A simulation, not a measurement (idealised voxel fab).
The process module that follows is named voxel capacitor over wiring.
Shown is cross-section cut, with a width of 210 nm and square cells of size 5 nm.
The cross-sections in this document take the form of a grid made of square cells. They are written out as bands, in order from top to bottom. Each band consists of one or more rows of cells.
Band entry format. Leading values: height of top, height of bottom, nm. Remainder: materials in left-to-right order, each with its width in nm. Special words: "edge to edge" on a single material, which then fills the band edge to edge; "empty", empty space.
For the purposes of this specification, 0 denotes the height below which the wafer in its as-received condition is composed wholly of one material, and the lowermost band, lacking a lower limit, extends downward without end, as expressed in "0 nm and below".
The notation "30->40" denotes a width that varies across the rows of cells in the band, beginning at the first number in the top row, finishing at the second number in the bottom row, and changing by an identical amount from each row to the next.
You'll sometimes find "identical to before" written for a step, and that's the way of saying that nowhere in the cross-section did a cell change during that step.
Heads up: "Unvented cavities" only lists the empty pockets with no open path to the top that are 8 cells or more, and it writes them as width x height at distance, distance from the left edge, in nm.
If you see something after the settings on a step's line, that's the simulator's own remark about that step.
Steps that use a mask can have "overlay nm" on their line. It says how far the mask sat to the right of where it was meant to be. Negative means to the left.
Listed below are the process steps as planned:
1: RECEIVE: material Si
2: CONFORMAL_DEP: material SiO2, thk nm 15
3: DIRECTIONAL_DEP: material TiN, thk nm 5
4: DIRECTIONAL_DEP: material W, thk nm 25
5: MASKED_ETCH: tone cover, mask id METAL_1, width nm 20, pitch nm 80, etch materials W, depth nm 25, overlay nm 0
6: MASKED_ETCH: tone cover, mask id METAL_1, width nm 20, pitch nm 80, etch materials TiN, depth nm 5, overlay nm 0
7: CONFORMAL_DEP: material SiN, thk nm 5
8: FILL_DEP: material lowk, thk nm 5
9: CMP: height nm 45
10: CONFORMAL_DEP: material SiCN, thk nm 5
11: DIRECTIONAL_DEP: material SiO2, thk nm 10
12: MASKED_ETCH: tone open, mask id PLUG_1, width nm 15, etch materials SiO2, depth nm 10, overlay nm 0
13: MASKED_ETCH: tone open, mask id PLUG_1, width nm 15, etch materials SiCN, depth nm 5, overlay nm 0
14: CONFORMAL_DEP: material TiN, thk nm 5
15: FILL_DEP: material Cu, thk nm 5
16: CMP: height nm 60
17: DIRECTIONAL_DEP: material TiN, thk nm 5
18: DIRECTIONAL_DEP: material Al2O3, thk nm 5
19: DIRECTIONAL_DEP: material TiN, thk nm 10
20: DIRECTIONAL_DEP: material aC, thk nm 10
21: PATTERN: tone cover, mask id UPPER_PLATE, material resist, width nm 65, thk nm 25, overlay nm 0
22: DIRECTIONAL_ETCH: etch materials aC, depth nm 10
23: STRIP: etch materials resist
24: DIRECTIONAL_ETCH: etch materials TiN, depth nm 10
25: DIRECTIONAL_ETCH: etch materials Al2O3, depth nm 5
26: STRIP: etch materials aC
27: DIRECTIONAL_DEP: material aC, thk nm 10
28: PATTERN: tone cover, mask id LOWER_PLATE, material resist, width nm 75, thk nm 30, overlay nm 0
29: DIRECTIONAL_ETCH: etch materials aC, depth nm 10
30: STRIP: etch materials resist
31: DIRECTIONAL_ETCH: etch materials TiN, depth nm 5
32: STRIP: etch materials aC
33: FILL_DEP: material SiO2, thk nm 20
34: CMP: height nm 95
35: MASKED_ETCH: tone open, mask id PLUG_2, width nm 15, etch materials SiO2, depth nm 15, overlay nm 0
36: CONFORMAL_DEP: material TiN, thk nm 5
37: FILL_DEP: material Ru, thk nm 5
38: CMP: height nm 95
39: CONFORMAL_DEP: material SiCN, thk nm 5
Incoming wafer, cross-sectional view, post step 1:
- 0 nm and below | Si edge to edge
- Unvented cavities: none
Result of the module, cross-sectioned: start per above, plan per above, one error in how it was run:
- 100 nm to 95 nm | SiCN edge to edge
- 95 nm to 85 nm | SiO2 70, then TiN 5, then Ru 5, then TiN 5, then SiO2 125
- 85 nm to 80 nm | SiO2 70, then TiN 15, then SiO2 125
- 80 nm to 70 nm | SiO2 60, then TiN 65, then SiO2 85
- 70 nm to 65 nm | SiO2 60, then Al2O3 65, then SiO2 85
- 65 nm to 60 nm | SiO2 55, then TiN 75, then SiO2 80
- 60 nm to 50 nm | SiO2 60, then TiN 5, then Cu 5, then TiN 5, then SiO2 135
- 50 nm to 45 nm | SiCN 60, then TiN 15, then SiCN 135
- 45 nm to 35 nm | lowk 50, then SiN 5, then W 20, then SiN 5, then lowk 50, then SiN 5, then W 20, then SiN 5, then lowk 50
- 35 nm to 30 nm | SiN 55, then TiN 20, then SiN 60, then TiN 20, then SiN 55
- 30 nm to 0 nm | SiO2 edge to edge
- 0 nm and below | Si edge to edge
- Unvented cavities: none
Which mistake was made when the wafer was run? step 2 of the plan saw execution twice
